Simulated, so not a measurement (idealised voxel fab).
process module | voxel capacitor over wiring
cross-section cut | 170 nm wide | cells 5 nm
A cross-section is a grid of square cells, given in bands from the top down. A band is one or more rows of cells.
Each band's line starts with the height of the band's top and of its bottom, in nm. Then come its materials from left to right, each with its width in nm. One material with "throughout" fills the band from edge to edge. "air" is empty space.
Height 0 is the level under which the wafer as received is all one material. The lowest band goes on downwards, as in "0 down".
A width such as "30 to 40" changes by the same amount from each row of cells to the next, from the band's top row to its bottom row.
"no change" after a step means that no cell of the cross-section changed.
closed voids: empty space of 8 cells or more with no open way to the top, each as width x height at its distance from the left edge, in nm
after a step's settings: what the simulator itself notes on the step
overlay nm, on a step with a mask: how far to the right of its planned place the mask lay; to the left if negative
plan
1 op RECEIVE | material Si
2 op CONFORMAL_DEP | material SiO2 | thk nm 10
3 op CONFORMAL_DEP | material SiN | thk nm 5
4 op DIRECTIONAL_DEP | material lowk | thk nm 20
5 op PATTERN | tone open | mask id METAL_1 | material resist | width nm 25 | pitch nm 90 | thk nm 20 | overlay nm 0
6 op DIRECTIONAL_ETCH | etch materials lowk | depth nm 20
7 op DIRECTIONAL_ETCH | etch materials SiN | depth nm 5
8 op STRIP | etch materials resist
9 op CONFORMAL_DEP | material TiN | thk nm 5
10 op FILL_DEP | material Ru | thk nm 5
11 op CMP | height nm 35
12 op CONFORMAL_DEP | material SiCN | thk nm 5
13 op DIRECTIONAL_DEP | material lowk | thk nm 20
14 op MASKED_ETCH | tone open | mask id PLUG_1 | width nm 15 | etch materials lowk | depth nm 20 | overlay nm 0
15 op MASKED_ETCH | tone open | mask id PLUG_1 | width nm 15 | etch materials SiCN | depth nm 5 | overlay nm 0
16 op CONFORMAL_DEP | material TiN | thk nm 5
17 op FILL_DEP | material Ru | thk nm 5
18 op CMP | height nm 60
19 op DIRECTIONAL_DEP | material TiN | thk nm 5
20 op DIRECTIONAL_DEP | material SiN | thk nm 5
21 op DIRECTIONAL_DEP | material TiN | thk nm 10
22 op MASKED_ETCH | tone cover | mask id UPPER_PLATE | width nm 70 | etch materials TiN | depth nm 10 | overlay nm 0
23 op MASKED_ETCH | tone cover | mask id UPPER_PLATE | width nm 70 | etch materials SiN | depth nm 5 | overlay nm 0
24 op MASKED_ETCH | tone cover | mask id LOWER_PLATE | width nm 80 | etch materials TiN | depth nm 5 | overlay nm 0
25 op FILL_DEP | material SiO2 | thk nm 20
26 op CMP | height nm 95
27 op PATTERN | tone open | mask id PLUG_2 | material resist | width nm 15 | thk nm 15 | overlay nm 0
28 op DIRECTIONAL_ETCH | etch materials SiO2 | depth nm 15
29 op STRIP | etch materials resist
30 op CONFORMAL_DEP | material TiN | thk nm 5
31 op FILL_DEP | material Ru | thk nm 5
32 op CMP | height nm 95
33 op CONFORMAL_DEP | material SiCN | thk nm 5
first wafer, as planned
as received, after step 1
  0 down: Si throughout
  closed voids: none
after step 2
  10 to 0: SiO2 throughout
  below 0: unchanged
after step 3
  15 to 10: SiN throughout
  below 10: unchanged
after step 4
  35 to 15: lowk throughout
  below 15: unchanged
after step 5
  55 to 35: resist 25 | air 25 | resist 65 | air 25 | resist 30
  below 35: unchanged
after step 6
  55 to 35: resist 25 | air 25 | resist 65 | air 25 | resist 30
  35 to 15: lowk 25 | air 25 | lowk 65 | air 25 | lowk 30
  below 15: unchanged
after step 7
  55 to 35: resist 25 | air 25 | resist 65 | air 25 | resist 30
  35 to 15: lowk 25 | air 25 | lowk 65 | air 25 | lowk 30
  15 to 10: SiN 25 | air 25 | SiN 65 | air 25 | SiN 30
  below 10: unchanged
after step 8
  35 to 15: lowk 25 | air 25 | lowk 65 | air 25 | lowk 30
  below 15: unchanged
after step 9
  40 to 35: TiN 30 | air 15 | TiN 75 | air 15 | TiN 35
  35 to 15: lowk 25 | TiN 5 | air 15 | TiN 5 | lowk 65 | TiN 5 | air 15 | TiN 5 | lowk 30
  15 to 10: SiN 25 | TiN 25 | SiN 65 | TiN 25 | SiN 30
  below 10: unchanged
after step 10
  45 to 40: Ru throughout
  40 to 35: TiN 30 | Ru 15 | TiN 75 | Ru 15 | TiN 35
  35 to 15: lowk 25 | TiN 5 | Ru 15 | TiN 5 | lowk 65 | TiN 5 | Ru 15 | TiN 5 | lowk 30
  below 15: unchanged
after step 11
  35 to 15: lowk 25 | TiN 5 | Ru 15 | TiN 5 | lowk 65 | TiN 5 | Ru 15 | TiN 5 | lowk 30
  below 15: unchanged
after step 12
  40 to 35: SiCN throughout
  below 35: unchanged
after step 13
  60 to 40: lowk throughout
  below 40: unchanged
after step 14
  60 to 40: lowk 35 | air 15 | lowk 120
  below 40: unchanged
after step 15
  60 to 40: lowk 35 | air 15 | lowk 120
  40 to 35: SiCN 35 | air 15 | SiCN 120
  below 35: unchanged
after step 16
  65 to 60: TiN 40 | air 5 | TiN 125
  60 to 40: lowk 35 | TiN 5 | air 5 | TiN 5 | lowk 120
  40 to 35: SiCN 35 | TiN 15 | SiCN 120
  below 35: unchanged
after step 17
  70 to 65: Ru throughout
  65 to 60: TiN 40 | Ru 5 | TiN 125
  60 to 40: lowk 35 | TiN 5 | Ru 5 | TiN 5 | lowk 120
  below 40: unchanged
after step 18
  60 to 40: lowk 35 | TiN 5 | Ru 5 | TiN 5 | lowk 120
  below 40: unchanged
after step 19
  65 to 60: TiN throughout
  below 60: unchanged
after step 20
  70 to 65: SiN throughout
  below 65: unchanged
after step 21
  80 to 70: TiN throughout
  below 70: unchanged
after step 22
  80 to 70: air 35 | TiN 70 | air 65
  below 70: unchanged
after step 23
  80 to 70: air 35 | TiN 70 | air 65
  70 to 65: air 35 | SiN 70 | air 65
  below 65: unchanged
after step 24
  80 to 70: air 35 | TiN 70 | air 65
  70 to 65: air 35 | SiN 70 | air 65
  65 to 60: air 30 | TiN 80 | air 60
  below 60: unchanged
after step 25
  100 to 80: SiO2 throughout
  80 to 70: SiO2 35 | TiN 70 | SiO2 65
  70 to 65: SiO2 35 | SiN 70 | SiO2 65
  65 to 60: SiO2 30 | TiN 80 | SiO2 60
  below 60: unchanged
after step 26
  95 to 80: SiO2 throughout
  below 80: unchanged
after step 27
  110 to 95: resist 45 | air 15 | resist 110
  below 95: unchanged
after step 28
  110 to 95: resist 45 | air 15 | resist 110
  95 to 80: SiO2 45 | air 15 | SiO2 110
  below 80: unchanged
after step 29
  95 to 80: SiO2 45 | air 15 | SiO2 110
  below 80: unchanged
after step 30
  100 to 95: TiN 50 | air 5 | TiN 115
  95 to 85: SiO2 45 | TiN 5 | air 5 | TiN 5 | SiO2 110
  85 to 80: SiO2 45 | TiN 15 | SiO2 110
  below 80: unchanged
after step 31
  105 to 100: Ru throughout
  100 to 95: TiN 50 | Ru 5 | TiN 115
  95 to 85: SiO2 45 | TiN 5 | Ru 5 | TiN 5 | SiO2 110
  below 85: unchanged
after step 32
  95 to 85: SiO2 45 | TiN 5 | Ru 5 | TiN 5 | SiO2 110
  below 85: unchanged
after step 33
  100 to 95: SiCN throughout
  below 95: unchanged
second wafer: like start, like plan, one mistake. Through step 21 it matches the first wafer
when step 22 should have ended
  80 to 70: TiN 35 | air 70 | TiN 65
  below 70: unchanged
when step 23 should have ended: no change
when step 24 should have ended
  80 to 75: air 30 | TiN 5 | air 70 | TiN 5 | air 60
  below 75: unchanged
when step 25 should have ended
  100 to 80: SiO2 throughout
  80 to 75: SiO2 30 | TiN 5 | SiO2 70 | TiN 5 | SiO2 60
  75 to 70: TiN 35 | SiO2 70 | TiN 65
  below 70: unchanged
when step 26 should have ended
  95 to 80: SiO2 throughout
  below 80: unchanged
when step 27 should have ended
  110 to 95: resist 45 | air 15 | resist 110
  below 95: unchanged
when step 28 should have ended
  110 to 95: resist 45 | air 15 | resist 110
  95 to 80: SiO2 45 | air 15 | SiO2 110
  below 80: unchanged
when step 29 should have ended
  95 to 80: SiO2 45 | air 15 | SiO2 110
  below 80: unchanged
when step 30 should have ended
  100 to 95: TiN 50 | air 5 | TiN 115
  95 to 85: SiO2 45 | TiN 5 | air 5 | TiN 5 | SiO2 110
  85 to 80: SiO2 45 | TiN 15 | SiO2 110
  below 80: unchanged
when step 31 should have ended
  105 to 100: Ru throughout
  100 to 95: TiN 50 | Ru 5 | TiN 115
  95 to 85: SiO2 45 | TiN 5 | Ru 5 | TiN 5 | SiO2 110
  below 85: unchanged
when step 32 should have ended
  95 to 85: SiO2 45 | TiN 5 | Ru 5 | TiN 5 | SiO2 110
  below 85: unchanged
when step 33 should have ended
  100 to 95: SiCN throughout
  below 95: unchanged
what went wrong: step 22 ran as: op MASKED_ETCH | tone open | mask id UPPER_PLATE | width nm 70 | etch materials TiN | depth nm 10 | overlay nm 0
at the end the second wafer has, in cells: 20 more of SiN | 32 fewer of SiO2 | 12 more of TiN
